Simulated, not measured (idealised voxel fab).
Title: Process Module voxel self aligned contacts
Xsec cut, 300 nm wide, square cell size 5 nm.
Think of the cross-section as a grid of square cells. We describe it in bands, top to bottom, and each band covers one or more rows of those cells. Within each band entry, the heights of the top and of the bottom of the band appear first, in that order and in nm; the materials of the band then follow from left to right, each with its corresponding width in nm. The designation "throughout" on a single material indicates that it fills the band from edge to edge; the designation "blank" indicates empty space. For the purposes of this specification, 0 denotes the height below which the wafer in its as-received condition is composed wholly of one material, and the lowermost band, lacking a lower limit, extends downward without end, as expressed in "0 nm and below". Read "30 to 40" as a graded width: first number on top, second number at the bottom, same change between each pair of neighbouring rows. What does "nothing different" mean for a step? It means no cell of the cross-section changed in that step. Each empty space that has no open way to the top and spans at least 8 cells appears under "Sealed internal cavities" as width x height at distance, the distance counted from the left edge, all in nm. What comes after the settings on a step's line is commentary from the simulator itself on that step. On any step carrying a mask, the "overlay nm" setting, if present on the step's line, tells how far right of its planned place the mask lay; negative values point to the left.

**These are the steps we planned for the process**
1) RECEIVE (material Si)
2) OXIDIZE (depth nm 5)
3) DIRECTIONAL_DEP (material polySi; thk nm 30)
4) DIRECTIONAL_DEP (material SiN; thk nm 15)
5) MASKED_ETCH (tone cover; mask id GATE; width nm 35; pitch nm 65; etch materials SiN; depth nm 15; overlay nm 0)
6) MASKED_ETCH (tone cover; mask id GATE; width nm 25; pitch nm 65; etch materials polySi; depth nm 30; overlay nm 0)
7) CONFORMAL_DEP (material SiN; thk nm 5)
8) DIRECTIONAL_ETCH (etch materials SiN; depth nm 5)
9) FILL_DEP (material SiO2; thk nm 10)
10) CMP (height nm 50)
11) DIRECTIONAL_DEP (material aC; thk nm 10)
12) PATTERN (tone open; mask id CONTACT; material resist; width nm 40; thk nm 25; overlay nm 0)
13) DIRECTIONAL_ETCH (etch materials aC; depth nm 10)
14) STRIP (etch materials resist)
15) DIRECTIONAL_ETCH (etch materials SiO2; depth nm 55)
16) STRIP (etch materials aC)
17) CONFORMAL_DEP (material TiN; thk nm 5)
18) FILL_DEP (material W; thk nm 10)
19) CMP (height nm 50)
20) CONFORMAL_DEP (material SiN; thk nm 5)
Among the wafers covered here, the point of difference is the width nm at step 6; their starting state is shared, and the plan presents the value of the first wafer.

**Incoming state of the first of several wafers in cross-section: after step 1**
	0 nm and below = Si throughout
	Sealed internal cavities: none

**So in this table every wafer gets its own row, and what you see is where it stands at the end of the module: for each material, how many cells it picked up (+) or gave up (-) since we received it, and after that its closed voids**
width nm 25 | -60 Si | +138 SiN | +450 SiO2 | +28 TiN | +20 W | +84 polySi | Sealed internal cavities: none
width nm 30 | -60 Si | +138 SiN | +450 SiO2 | +28 TiN | +20 W | +84 polySi | Sealed internal cavities: none
width nm 35 | -60 Si | +138 SiN | +450 SiO2 | +28 TiN | +20 W | +84 polySi | Sealed internal cavities: none
width nm 40 | -60 Si | +138 SiN | +445 SiO2 | +28 TiN | +13 W | +96 polySi | Sealed internal cavities: none
width nm 45 | -60 Si | +138 SiN | +440 SiO2 | +28 TiN | +6 W | +108 polySi | Sealed internal cavities: none
width nm 50 | -60 Si | +138 SiN | +435 SiO2 | +21 TiN | +6 W | +120 polySi | Sealed internal cavities: none
